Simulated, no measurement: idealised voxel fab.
Herein follows the process module entitled voxel gate over fins.
225 nm wide, 5 nm square cells: that's cross-section cut.
A cross-section in this document is a grid of square cells, and it is written down as bands, the top band listed before the ones below it; a band is made up of one or more rows of cells. For a band, the entry starts with two heights in nm, that of the top and then that of the bottom, and carries on with the band's materials in order from left to right, each alongside its width in nm; the word "throughout" beside a single material means it fills the band edge to edge, and "blank" means empty space. Heads up on the height convention: 0 is the point under which the incoming wafer is all one material, and the lowest band has no bottom, it just keeps going down, like "z 0 and below". It should be noted that a width expressed as "30..40" varies in equal increments from row to row of cells within the band, taking the value of the first number at the top row and that of the second number at the bottom row. "nothing altered", as given for a step, is the statement that not any cell of the cross-section underwent a change during that step. Closed empty spaces (no open way to the top) of 8 cells or more are what "Enclosed void inventory" lists, each as width x height at distance from the left edge, nm for all three. Past the settings on a step's line: simulator remark, on that step. For masked steps, "overlay nm" on the step line gives how far right of plan the mask actually lay; a minus sign means it lay to the left.
## Process steps foreseen in the plan
1. RECEIVE | material Si
2. CONFORMAL_DEP | material SiN | thk nm 10
3. PATTERN | tone cover | mask id FINS | material resist | width nm 15 | pitch nm 35 | thk nm 20 | overlay nm 0
4. DIRECTIONAL_ETCH | etch materials SiN | depth nm 10
5. DIRECTIONAL_ETCH | etch materials Si | depth nm 30
6. STRIP | etch materials resist
7. OXIDIZE | depth nm 5
8. FILL_DEP | material SiO2 | thk nm 10
9. CMP | height nm 10
10. SELECTIVE_ETCH | etch materials SiO2 | depth nm 25
11. STRIP | etch materials SiN
12. CONFORMAL_DEP | material HfO2 | thk nm 5
13. CONFORMAL_DEP | material TiN | thk nm 5
14. CONFORMAL_DEP | material TiAl | thk nm 5
15. CONFORMAL_DEP | material TiN | thk nm 5
16. FILL_DEP | material W | thk nm 15
17. CMP | height nm 30
18. CONFORMAL_DEP | material SiN | thk nm 10
## First of the two wafers, run per plan
## Shown in cross-section is the wafer as received, that is, as it stands after step 1
	z 0 and below  Si throughout
	Enclosed void inventory: none
## After step 2, in cross-section
	z 10 to 0  SiN throughout
	Nothing below the height 0 has changed.
## After step 3, in cross-section
	z 30 to 10  70 nm blank, then 15 nm resist, then 20 nm blank, then 15 nm resist, then 20 nm blank, then 15 nm resist, then 70 nm blank
	Nothing below the height 10 has changed.
## After step 4, in cross-section
	z 30 to 10  70 nm blank, then 15 nm resist, then 20 nm blank, then 15 nm resist, then 20 nm blank, then 15 nm resist, then 70 nm blank
	z 10 to 0  70 nm blank, then 15 nm SiN, then 20 nm blank, then 15 nm SiN, then 20 nm blank, then 15 nm SiN, then 70 nm blank
	Nothing below the height 0 has changed.
## After step 5, in cross-section
	z 30 to 10  70 nm blank, then 15 nm resist, then 20 nm blank, then 15 nm resist, then 20 nm blank, then 15 nm resist, then 70 nm blank
	z 10 to 0  70 nm blank, then 15 nm SiN, then 20 nm blank, then 15 nm SiN, then 20 nm blank, then 15 nm SiN, then 70 nm blank
	z 0 to -30  70 nm blank, then 15 nm Si, then 20 nm blank, then 15 nm Si, then 20 nm blank, then 15 nm Si, then 70 nm blank
	Nothing below the height -30 has changed.
## After step 6, in cross-section
	z 10 to 0  70 nm blank, then 15 nm SiN, then 20 nm blank, then 15 nm SiN, then 20 nm blank, then 15 nm SiN, then 70 nm blank
	Nothing below the height 0 has changed.
## After step 7, in cross-section
	z 10 to 0  70 nm blank, then 15 nm SiN, then 20 nm blank, then 15 nm SiN, then 20 nm blank, then 15 nm SiN, then 70 nm blank
	z 0 to -30  70 nm blank, then 5 nm SiO2, then 5 nm Si, then 5 nm SiO2, then 20 nm blank, then 5 nm SiO2, then 5 nm Si, then 5 nm SiO2, then 20 nm blank, then 5 nm SiO2, then 5 nm Si, then 5 nm SiO2, then 70 nm blank
	z -30 to -35  75 nm SiO2, then 5 nm Si, then 30 nm SiO2, then 5 nm Si, then 30 nm SiO2, then 5 nm Si, then 75 nm SiO2
	Nothing below the height -35 has changed.
## After step 8, in cross-section
	z 20 to 10  SiO2 throughout
	z 10 to 0  70 nm SiO2, then 15 nm SiN, then 20 nm SiO2, then 15 nm SiN, then 20 nm SiO2, then 15 nm SiN, then 70 nm SiO2
	z 0 to -35  75 nm SiO2, then 5 nm Si, then 30 nm SiO2, then 5 nm Si, then 30 nm SiO2, then 5 nm Si, then 75 nm SiO2
	Nothing below the height -35 has changed.
## After step 9, in cross-section
	z 10 to 0  70 nm SiO2, then 15 nm SiN, then 20 nm SiO2, then 15 nm SiN, then 20 nm SiO2, then 15 nm SiN, then 70 nm SiO2
	Nothing below the height 0 has changed.
## After step 10, in cross-section
	z 10 to 0  70 nm blank, then 15 nm SiN, then 20 nm blank, then 15 nm SiN, then 20 nm blank, then 15 nm SiN, then 70 nm blank
	z 0 to -15  75 nm blank, then 5 nm Si, then 30 nm blank, then 5 nm Si, then 30 nm blank, then 5 nm Si, then 75 nm blank
	Nothing below the height -15 has changed.
## After step 11, in cross-section
	z 0 to -15  75 nm blank, then 5 nm Si, then 30 nm blank, then 5 nm Si, then 30 nm blank, then 5 nm Si, then 75 nm blank
	Nothing below the height -15 has changed.
## After step 12, in cross-section
	z 5 to 0  70 nm blank, then 15 nm HfO2, then 20 nm blank, then 15 nm HfO2, then 20 nm blank, then 15 nm HfO2, then 70 nm blank
	z 0 to -10  70 nm blank, then 5 nm HfO2, then 5 nm Si, then 5 nm HfO2, then 20 nm blank, then 5 nm HfO2, then 5 nm Si, then 5 nm HfO2, then 20 nm blank, then 5 nm HfO2, then 5 nm Si, then 5 nm HfO2, then 70 nm blank
	z -10 to -15  75 nm HfO2, then 5 nm Si, then 30 nm HfO2, then 5 nm Si, then 30 nm HfO2, then 5 nm Si, then 75 nm HfO2
	Nothing below the height -15 has changed.
## After step 13, in cross-section
	z 10 to 5  65 nm blank, then 25 nm TiN, then 10 nm blank, then 25 nm TiN, then 10 nm blank, then 25 nm TiN, then 65 nm blank
	z 5 to 0  65 nm blank, then 5 nm TiN, then 15 nm HfO2, then 5 nm TiN, then 10 nm blank, then 5 nm TiN, then 15 nm HfO2, then 5 nm TiN, then 10 nm blank, then 5 nm TiN, then 15 nm HfO2, then 5 nm TiN, then 65 nm blank
	z 0 to -5  65 nm blank, then 5 nm TiN, then 5 nm HfO2, then 5 nm Si, then 5 nm HfO2, then 5 nm TiN, then 10 nm blank, then 5 nm TiN, then 5 nm HfO2, then 5 nm Si, then 5 nm HfO2, then 5 nm TiN, then 10 nm blank, then 5 nm TiN, then 5 nm HfO2, then 5 nm Si, then 5 nm HfO2, then 5 nm TiN, then 65 nm blank
	z -5 to -10  70 nm TiN, then 5 nm HfO2, then 5 nm Si, then 5 nm HfO2, then 20 nm TiN, then 5 nm HfO2, then 5 nm Si, then 5 nm HfO2, then 20 nm TiN, then 5 nm HfO2, then 5 nm Si, then 5 nm HfO2, then 70 nm TiN
	Nothing below the height -10 has changed.
## After step 14, in cross-section
	z 15 to 10  60 nm blank, then 105 nm TiAl, then 60 nm blank
	z 10 to 5  60 nm blank, then 5 nm TiAl, then 25 nm TiN, then 10 nm TiAl, then 25 nm TiN, then 10 nm TiAl, then 25 nm TiN, then 5 nm TiAl, then 60 nm blank
	z 5 to 0  60 nm blank, then 5 nm TiAl, then 5 nm TiN, then 15 nm HfO2, then 5 nm TiN, then 10 nm TiAl, then 5 nm TiN, then 15 nm HfO2, then 5 nm TiN, then 10 nm TiAl, then 5 nm TiN, then 15 nm HfO2, then 5 nm TiN, then 5 nm TiAl, then 60 nm blank
	z 0 to -5  65 nm TiAl, then 5 nm TiN, then 5 nm HfO2, then 5 nm Si, then 5 nm HfO2, then 5 nm TiN, then 10 nm TiAl, then 5 nm TiN, then 5 nm HfO2, then 5 nm Si, then 5 nm HfO2, then 5 nm TiN, then 10 nm TiAl, then 5 nm TiN, then 5 nm HfO2, then 5 nm Si, then 5 nm HfO2, then 5 nm TiN, then 65 nm TiAl
	Nothing below the height -5 has changed.
## After step 15, in cross-section
	z 20 to 15  55 nm blank, then 115 nm TiN, then 55 nm blank
	z 15 to 10  55 nm blank, then 5 nm TiN, then 105 nm TiAl, then 5 nm TiN, then 55 nm blank
	z 10 to 5  55 nm blank, then 5 nm TiN, then 5 nm TiAl, then 25 nm TiN, then 10 nm TiAl, then 25 nm TiN, then 10 nm TiAl, then 25 nm TiN, then 5 nm TiAl, then 5 nm TiN, then 55 nm blank
	z 5 to 0  60 nm TiN, then 5 nm TiAl, then 5 nm TiN, then 15 nm HfO2, then 5 nm TiN, then 10 nm TiAl, then 5 nm TiN, then 15 nm HfO2, then 5 nm TiN, then 10 nm TiAl, then 5 nm TiN, then 15 nm HfO2, then 5 nm TiN, then 5 nm TiAl, then 60 nm TiN
	Nothing below the height 0 has changed.
## After step 16, in cross-section
	z 35 to 20  W throughout
	z 20 to 15  55 nm W, then 115 nm TiN, then 55 nm W
	z 15 to 10  55 nm W, then 5 nm TiN, then 105 nm TiAl, then 5 nm TiN, then 55 nm W
	z 10 to 5  55 nm W, then 5 nm TiN, then 5 nm TiAl, then 25 nm TiN, then 10 nm TiAl, then 25 nm TiN, then 10 nm TiAl, then 25 nm TiN, then 5 nm TiAl, then 5 nm TiN, then 55 nm W
	Nothing below the height 5 has changed.
## After step 17, in cross-section
	z 30 to 20  W throughout
	Nothing below the height 20 has changed.
## After step 18, in cross-section
	z 40 to 30  SiN throughout
	Nothing below the height 30 has changed.
## What follows concerns the second wafer, which started out like the first and was meant to follow the very same plan; one mistake crept in when it was run, but everything up to and including step 2 is the same as for the first wafer
## Planned end of step 3: second wafer, cross-section
	z 30 to 10  70 nm resist, then 15 nm blank, then 20 nm resist, then 15 nm blank, then 20 nm resist, then 15 nm blank, then 70 nm resist
	Nothing below the height 10 has changed.
## Planned end of step 4: second wafer, cross-section
	z 30 to 10  70 nm resist, then 15 nm blank, then 20 nm resist, then 15 nm blank, then 20 nm resist, then 15 nm blank, then 70 nm resist
	z 10 to 0  70 nm SiN, then 15 nm blank, then 20 nm SiN, then 15 nm blank, then 20 nm SiN, then 15 nm blank, then 70 nm SiN
	Nothing below the height 0 has changed.
## Planned end of step 5: second wafer, cross-section
	z 30 to 10  70 nm resist, then 15 nm blank, then 20 nm resist, then 15 nm blank, then 20 nm resist, then 15 nm blank, then 70 nm resist
	z 10 to 0  70 nm SiN, then 15 nm blank, then 20 nm SiN, then 15 nm blank, then 20 nm SiN, then 15 nm blank, then 70 nm SiN
	z 0 to -30  70 nm Si, then 15 nm blank, then 20 nm Si, then 15 nm blank, then 20 nm Si, then 15 nm blank, then 70 nm Si
	Nothing below the height -30 has changed.
## Planned end of step 6: second wafer, cross-section
	z 10 to 0  70 nm SiN, then 15 nm blank, then 20 nm SiN, then 15 nm blank, then 20 nm SiN, then 15 nm blank, then 70 nm SiN
	Nothing below the height 0 has changed.
## Planned end of step 7: second wafer, cross-section
	z 10 to 0  70 nm SiN, then 15 nm blank, then 20 nm SiN, then 15 nm blank, then 20 nm SiN, then 15 nm blank, then 70 nm SiN
	z 0 to -30  65 nm Si, then 5 nm SiO2, then 15 nm blank, then 5 nm SiO2, then 10 nm Si, then 5 nm SiO2, then 15 nm blank, then 5 nm SiO2, then 10 nm Si, then 5 nm SiO2, then 15 nm blank, then 5 nm SiO2, then 65 nm Si
	z -30 to -35  65 nm Si, then 25 nm SiO2, then 10 nm Si, then 25 nm SiO2, then 10 nm Si, then 25 nm SiO2, then 65 nm Si
	Nothing below the height -35 has changed.
## Planned end of step 8: second wafer, cross-section
	z 20 to 10  SiO2 throughout
	z 10 to 0  70 nm SiN, then 15 nm SiO2, then 20 nm SiN, then 15 nm SiO2, then 20 nm SiN, then 15 nm SiO2, then 70 nm SiN
	z 0 to -35  65 nm Si, then 25 nm SiO2, then 10 nm Si, then 25 nm SiO2, then 10 nm Si, then 25 nm SiO2, then 65 nm Si
	Nothing below the height -35 has changed.
## Planned end of step 9: second wafer, cross-section
	z 10 to 0  70 nm SiN, then 15 nm SiO2, then 20 nm SiN, then 15 nm SiO2, then 20 nm SiN, then 15 nm SiO2, then 70 nm SiN
	Nothing below the height 0 has changed.
## Planned end of step 10: second wafer, cross-section
	z 10 to 0  70 nm SiN, then 15 nm blank, then 20 nm SiN, then 15 nm blank, then 20 nm SiN, then 15 nm blank, then 70 nm SiN
	z 0 to -15  65 nm Si, then 25 nm blank, then 10 nm Si, then 25 nm blank, then 10 nm Si, then 25 nm blank, then 65 nm Si
	Nothing below the height -15 has changed.
## Planned end of step 11: second wafer, cross-section
	z 0 to -15  65 nm Si, then 25 nm blank, then 10 nm Si, then 25 nm blank, then 10 nm Si, then 25 nm blank, then 65 nm Si
	Nothing below the height -15 has changed.
## Planned end of step 12: second wafer, cross-section
	z 5 to 0  70 nm HfO2, then 15 nm blank, then 20 nm HfO2, then 15 nm blank, then 20 nm HfO2, then 15 nm blank, then 70 nm HfO2
	z 0 to -10  65 nm Si, then 5 nm HfO2, then 15 nm blank, then 5 nm HfO2, then 10 nm Si, then 5 nm HfO2, then 15 nm blank, then 5 nm HfO2, then 10 nm Si, then 5 nm HfO2, then 15 nm blank, then 5 nm HfO2, then 65 nm Si
	z -10 to -15  65 nm Si, then 25 nm HfO2, then 10 nm Si, then 25 nm HfO2, then 10 nm Si, then 25 nm HfO2, then 65 nm Si
	Nothing below the height -15 has changed.
## Planned end of step 13: second wafer, cross-section
	z 10 to 5  75 nm TiN, then 5 nm blank, then 30 nm TiN, then 5 nm blank, then 30 nm TiN, then 5 nm blank, then 75 nm TiN
	z 5 to 0  70 nm HfO2, then 5 nm TiN, then 5 nm blank, then 5 nm TiN, then 20 nm HfO2, then 5 nm TiN, then 5 nm blank, then 5 nm TiN, then 20 nm HfO2, then 5 nm TiN, then 5 nm blank, then 5 nm TiN, then 70 nm HfO2
	z 0 to -5  65 nm Si, then 5 nm HfO2, then 5 nm TiN, then 5 nm blank, then 5 nm TiN, then 5 nm HfO2, then 10 nm Si, then 5 nm HfO2, then 5 nm TiN, then 5 nm blank, then 5 nm TiN, then 5 nm HfO2, then 10 nm Si, then 5 nm HfO2, then 5 nm TiN, then 5 nm blank, then 5 nm TiN, then 5 nm HfO2, then 65 nm Si
	z -5 to -10  65 nm Si, then 5 nm HfO2, then 15 nm TiN, then 5 nm HfO2, then 10 nm Si, then 5 nm HfO2, then 15 nm TiN, then 5 nm HfO2, then 10 nm Si, then 5 nm HfO2, then 15 nm TiN, then 5 nm HfO2, then 65 nm Si
	Nothing below the height -10 has changed.
## Planned end of step 14: second wafer, cross-section
	z 15 to 10  TiAl throughout
	z 10 to 5  75 nm TiN, then 5 nm TiAl, then 30 nm TiN, then 5 nm TiAl, then 30 nm TiN, then 5 nm TiAl, then 75 nm TiN
	z 5 to 0  70 nm HfO2, then 5 nm TiN, then 5 nm TiAl, then 5 nm TiN, then 20 nm HfO2, then 5 nm TiN, then 5 nm TiAl, then 5 nm TiN, then 20 nm HfO2, then 5 nm TiN, then 5 nm TiAl, then 5 nm TiN, then 70 nm HfO2
	z 0 to -5  65 nm Si, then 5 nm HfO2, then 5 nm TiN, then 5 nm TiAl, then 5 nm TiN, then 5 nm HfO2, then 10 nm Si, then 5 nm HfO2, then 5 nm TiN, then 5 nm TiAl, then 5 nm TiN, then 5 nm HfO2, then 10 nm Si, then 5 nm HfO2, then 5 nm TiN, then 5 nm TiAl, then 5 nm TiN, then 5 nm HfO2, then 65 nm Si
	Nothing below the height -5 has changed.
## Planned end of step 15: second wafer, cross-section
	z 20 to 15  TiN throughout
	Nothing below the height 15 has changed.
## Planned end of step 16: second wafer, cross-section
	z 35 to 20  W throughout
	Nothing below the height 20 has changed.
## Planned end of step 17: second wafer, cross-section
	z 30 to 20  W throughout
	Nothing below the height 20 has changed.
## Planned end of step 18: second wafer, cross-section
	z 40 to 30  SiN throughout
	Nothing below the height 30 has changed.
Misprocessing identified: step 3 did not use the planned setting and instead ran as PATTERN | tone open | mask id FINS | material resist | width nm 15 | pitch nm 35 | thk nm 20 | overlay nm 0
The second wafer ends with more or fewer cells of some materials than the first, per final count: Si: 189 more | SiO2: 108 fewer | TiAl: 9 fewer | TiN: 6 fewer | W: 66 fewer
